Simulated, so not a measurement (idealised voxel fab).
voxel ribs on slabs: a process module
Section shown: cut. Width: 285 nm. Cell size: 5 nm, square.
This document writes a cross-section as a grid whose cells are square, and gives it as bands, listed from the top down; one or more rows of cells form a band. The entry gives the band's vertical extent as a top height and a bottom height in nm, then its horizontal make-up as materials from left to right, each with a width in nm. "blank" stands for empty space; a single material marked "all across" fills the band edge to edge. A quick word on heights: they are counted from 0, and under that level the wafer as it came to us is one material throughout. The lowest band is different from the rest in having no bottom; it simply continues downward, written as in "from 0 down". So if you see something like "30 to 40" for the width, read it as the top row of the band sitting at the first number and the bottom row at the second, with every row in between moving by the same amount as the last. Reading "no modifications" for a step: not a cell of the cross-section changed in it. This entry, "Catalogued sealed voids", enumerates those empty regions of no fewer than 8 cells that possess no open connection to the top. Each region is reported in the form width x height at distance, the distance being taken from the left edge, with all three quantities expressed in nm. It should be noted that, on the line of a given step, the content following the step's settings is a remark produced by the simulator itself with respect to that step. overlay nm: where the mask lay relative to plan, measured to the right, on steps with a mask; negatives go left.

# Below is the list of planned process steps
1. RECEIVE: material Si
2. DIRECTIONAL_DEP: material SiO2, thk nm 20
3. DIRECTIONAL_DEP: material SiN, thk nm 20
4. MASKED_ETCH: tone cover, mask id RIB, width nm 20, etch materials SiN, depth nm 10, overlay nm 0
5. PATTERN: tone cover, mask id SLAB, material resist, width nm 60, thk nm 20, overlay nm 0
6. DIRECTIONAL_ETCH: etch materials SiN, depth nm 10
7. STRIP: etch materials resist
8. FILL_DEP: material SiO2, thk nm 20
9. CMP: height nm 55
10. DIRECTIONAL_DEP: material W, thk nm 10
11. MASKED_ETCH: tone cover, mask id HEATER, width nm 30, etch materials W, depth nm 10, overlay nm 0
12. CONFORMAL_DEP: material SiO2, thk nm 10

# What follows covers the first of two wafers; it ran as planned

# Incoming wafer, cross-sectional view, post step 1
* from 0 down: Si all across
* Catalogued sealed voids: none

# Step 2 complete: cross-section through the wafer
* from 20 to 0: SiO2 all across
* below 0: unchanged

# Step 3 complete: cross-section through the wafer
* from 40 to 20: SiN all across
* below 20: unchanged

# Step 4 complete: cross-section through the wafer
* from 40 to 30: 130 nm blank, then 20 nm SiN, then 135 nm blank
* below 30: unchanged

# Step 5 complete: cross-section through the wafer
* from 60 to 40: 110 nm blank, then 60 nm resist, then 115 nm blank
* from 40 to 30: 110 nm blank, then 20 nm resist, then 20 nm SiN, then 20 nm resist, then 115 nm blank
* below 30: unchanged

# Step 6 complete: cross-section through the wafer
* from 60 to 40: 110 nm blank, then 60 nm resist, then 115 nm blank
* from 40 to 30: 110 nm blank, then 20 nm resist, then 20 nm SiN, then 20 nm resist, then 115 nm blank
* from 30 to 20: 110 nm blank, then 60 nm SiN, then 115 nm blank
* below 20: unchanged

# Step 7 complete: cross-section through the wafer
* from 40 to 30: 130 nm blank, then 20 nm SiN, then 135 nm blank
* below 30: unchanged

# Step 8 complete: cross-section through the wafer
* from 60 to 40: SiO2 all across
* from 40 to 30: 130 nm SiO2, then 20 nm SiN, then 135 nm SiO2
* from 30 to 20: 110 nm SiO2, then 60 nm SiN, then 115 nm SiO2
* below 20: unchanged

# Step 9 complete: cross-section through the wafer
* from 55 to 40: SiO2 all across
* below 40: unchanged

# Step 10 complete: cross-section through the wafer
* from 65 to 55: W all across
* below 55: unchanged

# Step 11 complete: cross-section through the wafer
* from 65 to 55: 125 nm blank, then 30 nm W, then 130 nm blank
* below 55: unchanged

# Step 12 complete: cross-section through the wafer
* from 75 to 65: 115 nm blank, then 50 nm SiO2, then 120 nm blank
* from 65 to 55: 125 nm SiO2, then 30 nm W, then 130 nm SiO2
* below 55: unchanged

# Wafer two of two - same starting point, same process plan, one mistake in execution; matches wafer one up to and including step 1

# Second wafer shown in cross-section at the time step 2 was slated to end
* from 20 to 0: SiN all across
* below 0: unchanged

# Second wafer shown in cross-section at the time step 3 was slated to end
* from 40 to 20: SiO2 all across
* below 20: unchanged

Second wafer shown in cross-section at the time step 4 was slated to end: no modifications

# Second wafer shown in cross-section at the time step 5 was slated to end
* from 60 to 40: 110 nm blank, then 60 nm resist, then 115 nm blank
* below 40: unchanged

Second wafer shown in cross-section at the time step 6 was slated to end: no modifications

# Second wafer shown in cross-section at the time step 7 was slated to end
* from 40 to 20: SiO2 all across
* below 20: unchanged

# Second wafer shown in cross-section at the time step 8 was slated to end
* from 60 to 20: SiO2 all across
* below 20: unchanged

# Second wafer shown in cross-section at the time step 9 was slated to end
* from 55 to 20: SiO2 all across
* below 20: unchanged

# Second wafer shown in cross-section at the time step 10 was slated to end
* from 65 to 55: W all across
* below 55: unchanged

# Second wafer shown in cross-section at the time step 11 was slated to end
* from 65 to 55: 125 nm blank, then 30 nm W, then 130 nm blank
* below 55: unchanged

# Second wafer shown in cross-section at the time step 12 was slated to end
* from 75 to 65: 115 nm blank, then 50 nm SiO2, then 120 nm blank
* from 65 to 55: 125 nm SiO2, then 30 nm W, then 130 nm SiO2
* below 55: unchanged
Plan not followed: order of steps 2 and 3 inverted relative to the plan
Heads up, by the end the second wafer has more or fewer cells of some materials compared to the first: +196 SiN; -196 SiO2
